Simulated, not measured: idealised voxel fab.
process module | voxel gate over fins
cross-section cut | 245 nm wide | cells 5 nm
A cross-section is a grid of square cells, given in bands from the top down. A band is one or more rows of cells.
Each band's line starts with the height of the band's top and of its bottom, in nm. Then come its materials from left to right, each with its width in nm. One material with "throughout" fills the band from edge to edge. "air" is empty space.
Height 0 is the level under which the wafer as received is all one material. The lowest band goes on downwards, as in "0 down".
A width such as "30 to 40" changes by the same amount from each row of cells to the next, from the band's top row to its bottom row.
"no change" after a step means that no cell of the cross-section changed.
closed voids: empty space of 8 cells or more with no open way to the top, each as width x height at its distance from the left edge, in nm
after a step's settings: what the simulator itself notes on the step
overlay nm, on a step with a mask: how far to the right of its planned place the mask lay; to the left if negative
plan
1 op RECEIVE | material Si
2 op CONFORMAL_DEP | material SiN | thk nm 10
3 op PATTERN | tone cover | mask id FINS | material resist | width nm 15 | pitch nm 50 | thk nm 15 | overlay nm 0
4 op DIRECTIONAL_ETCH | etch materials SiN | depth nm 10
5 op DIRECTIONAL_ETCH | etch materials Si | depth nm 40
6 op STRIP | etch materials resist
7 op FILL_DEP | material SiO2 | thk nm 10
8 op CMP | height nm 10
9 op PATTERN | tone open | mask id RAIL | material resist | width nm 15 | thk nm 15 | overlay nm 0
10 op DIRECTIONAL_ETCH | etch materials SiO2 | depth nm 45
11 op STRIP | etch materials resist
12 op CONFORMAL_DEP | material TiN | thk nm 5
13 op FILL_DEP | material W | thk nm 10
14 op CMP | height nm 10
15 op SELECTIVE_ETCH | etch materials W Ru TiN | depth nm 30
16 op FILL_DEP | material SiO2 | thk nm 5
17 op CMP | height nm 10
18 op SELECTIVE_ETCH | etch materials SiO2 | depth nm 20
19 op STRIP | etch materials SiN
20 op CONFORMAL_DEP | material HfO2 | thk nm 5
21 op CONFORMAL_DEP | material TiN | thk nm 5
22 op CONFORMAL_DEP | material TiAl | thk nm 5
23 op CONFORMAL_DEP | material TiN | thk nm 5
24 op FILL_DEP | material W | thk nm 10
25 op CMP | height nm 25
26 op CONFORMAL_DEP | material SiN | thk nm 10
as received, after step 1
  0 down: Si throughout
  closed voids: none
a wafer at the end: this start, this plan, one mistake
  35 to 25: SiN throughout
  25 to 20: W throughout
  20 to 15: W 35 | TiN 155 | W 55
  15 to 10: W 35 | TiN 5 | TiAl 45 | TiN 5 | TiAl 45 | TiN 5 | TiAl 45 | TiN 5 | W 55
  10 to 5: TiN 40 | TiAl 5 | TiN 35 | TiAl 5 | TiN 5 | TiAl 5 | TiN 35 | TiAl 5 | TiN 5 | TiAl 5 | TiN 35 | TiAl 5 | TiN 60
  5 to 0: TiAl 45 | TiN 5 | HfO2 25 | TiN 5 | TiAl 15 | TiN 5 | HfO2 25 | TiN 5 | TiAl 15 | TiN 5 | HfO2 25 | TiN 5 | TiAl 65
  0 to -5: TiN 50 | HfO2 5 | Si 15 | HfO2 5 | TiN 25 | HfO2 5 | Si 15 | HfO2 5 | TiN 25 | HfO2 5 | Si 15 | HfO2 5 | TiN 70
  -5 to -10: HfO2 55 | Si 15 | HfO2 35 | Si 15 | HfO2 35 | Si 15 | HfO2 75
  -10 to -20: SiO2 55 | Si 15 | SiO2 35 | Si 15 | SiO2 35 | Si 15 | SiO2 75
  -20 to -30: SiO2 55 | Si 15 | SiO2 20 | TiN 5 | W 5 | TiN 5 | Si 15 | SiO2 35 | Si 15 | SiO2 75
  -30 to -35: SiO2 55 | Si 15 | SiO2 20 | TiN 15 | Si 15 | SiO2 35 | Si 15 | SiO2 75
  -35 to -40: SiO2 55 | Si 15 | SiO2 35 | Si 15 | SiO2 35 | Si 15 | SiO2 75
  -40 down: Si throughout
  closed voids: none
what went wrong: step 3 ran as: op PATTERN | tone cover | mask id FINS | material resist | width nm 15 | pitch nm 50 | thk nm 15 | overlay nm -10
